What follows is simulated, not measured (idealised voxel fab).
Presented below is a process module, voxel plated lines.
It is cross-section cut that appears here, measuring 270 nm in width, its square cells being 5 nm in size.
How to read a cross-section here: the picture is a grid of square cells, written as bands going from the top down, and any band can span one or more rows of cells. What a band's entry tells you: where the top is and where the bottom is, as heights in nm, and after that what lies inside, material by material from left to right, each with its width in nm. Empty space is written as the word "empty", and a single material marked with the word "full width" occupies the band from edge to edge. Height is counted from the level 0, under which the received wafer is composed throughout of one material. The lowest of the bands is not closed at the bottom but continues downward, in the notation "z 0 and below". A width such as "30->40" changes by the same amount from each row of cells to the next, from the band's top row to its bottom row. "nothing different" means the step left every cell of the cross-section as it was. Basically, "Closed void roster" tells you about the enclosed voids: empty spaces with no open way to the top, 8 cells or bigger, each written width x height at distance, where distance is from the left edge, all in nm. Whatever follows a step's settings on its line is a remark the simulator itself makes about that step. overlay nm, on a step with a mask: how far to the right of its planned place the mask lay; to the left if negative.
Intended process steps
1 RECEIVE,material Si
2 CONFORMAL_DEP,material SiO2,thk nm 15
3 DIRECTIONAL_DEP,material TiN,thk nm 5
4 PATTERN,tone open,mask id LINES,material resist,width nm 15,pitch nm 35,thk nm 15,overlay nm 0
5 EPI,material Ru,thk nm 10
6 STRIP,etch materials resist
7 DIRECTIONAL_ETCH,etch materials TiN,depth nm 5
8 CONFORMAL_DEP,material SiO2,thk nm 10
First wafer, as planned
Wafer cross-section on receipt, i.e. after step 1
* z 0 and below | Si full width
* Closed void roster: none
The wafer, seen in cross-section, after step 2
* z 15 to 0 | SiO2 full width
* Under the height 0 nothing was changed.
The wafer, seen in cross-section, after step 3
* z 20 to 15 | TiN full width
* Under the height 15 nothing was changed.
The wafer, seen in cross-section, after step 4
* z 35 to 20 | resist=90; empty=15; resist=20; empty=15; resist=20; empty=15; resist=95
* Under the height 20 nothing was changed.
The wafer, seen in cross-section, after step 5
* z 35 to 30 | resist=90; empty=15; resist=20; empty=15; resist=20; empty=15; resist=95
* z 30 to 20 | resist=90; Ru=15; resist=20; Ru=15; resist=20; Ru=15; resist=95
* Under the height 20 nothing was changed.
The wafer, seen in cross-section, after step 6
* z 30 to 20 | empty=90; Ru=15; empty=20; Ru=15; empty=20; Ru=15; empty=95
* Under the height 20 nothing was changed.
The wafer, seen in cross-section, after step 7
* z 30 to 20 | empty=90; Ru=15; empty=20; Ru=15; empty=20; Ru=15; empty=95
* z 20 to 15 | empty=90; TiN=15; empty=20; TiN=15; empty=20; TiN=15; empty=95
* Under the height 15 nothing was changed.
The wafer, seen in cross-section, after step 8
* z 40 to 30 | empty=80; SiO2=105; empty=85
* z 30 to 25 | empty=80; SiO2=10; Ru=15; SiO2=20; Ru=15; SiO2=20; Ru=15; SiO2=10; empty=85
* z 25 to 20 | SiO2=90; Ru=15; SiO2=20; Ru=15; SiO2=20; Ru=15; SiO2=95
* z 20 to 15 | SiO2=90; TiN=15; SiO2=20; TiN=15; SiO2=20; TiN=15; SiO2=95
* Under the height 15 nothing was changed.
The Second Wafer: Common Origin and Plan, One Mistake in Execution, Identical to the First Through Step 3
The second wafer cut through, at the time step 4 was supposed to be finished
* z 35 to 20 | resist=80; empty=15; resist=20; empty=15; resist=20; empty=15; resist=105
* Under the height 20 nothing was changed.
The second wafer cut through, at the time step 5 was supposed to be finished
* z 35 to 30 | resist=80; empty=15; resist=20; empty=15; resist=20; empty=15; resist=105
* z 30 to 20 | resist=80; Ru=15; resist=20; Ru=15; resist=20; Ru=15; resist=105
* Under the height 20 nothing was changed.
The second wafer cut through, at the time step 6 was supposed to be finished
* z 30 to 20 | empty=80; Ru=15; empty=20; Ru=15; empty=20; Ru=15; empty=105
* Under the height 20 nothing was changed.
The second wafer cut through, at the time step 7 was supposed to be finished
* z 30 to 20 | empty=80; Ru=15; empty=20; Ru=15; empty=20; Ru=15; empty=105
* z 20 to 15 | empty=80; TiN=15; empty=20; TiN=15; empty=20; TiN=15; empty=105
* Under the height 15 nothing was changed.
The second wafer cut through, at the time step 8 was supposed to be finished
* z 40 to 30 | empty=70; SiO2=105; empty=95
* z 30 to 25 | empty=70; SiO2=10; Ru=15; SiO2=20; Ru=15; SiO2=20; Ru=15; SiO2=10; empty=95
* z 25 to 20 | SiO2=80; Ru=15; SiO2=20; Ru=15; SiO2=20; Ru=15; SiO2=105
* z 20 to 15 | SiO2=80; TiN=15; SiO2=20; TiN=15; SiO2=20; TiN=15; SiO2=105
* Under the height 15 nothing was changed.
what went wrong: rather than as planned, step 4 actually ran as PATTERN,tone open,mask id LINES,material resist,width nm 15,pitch nm 35,thk nm 15,overlay nm -10
End check, second vs first wafer: material counts in cells match, positions do not.
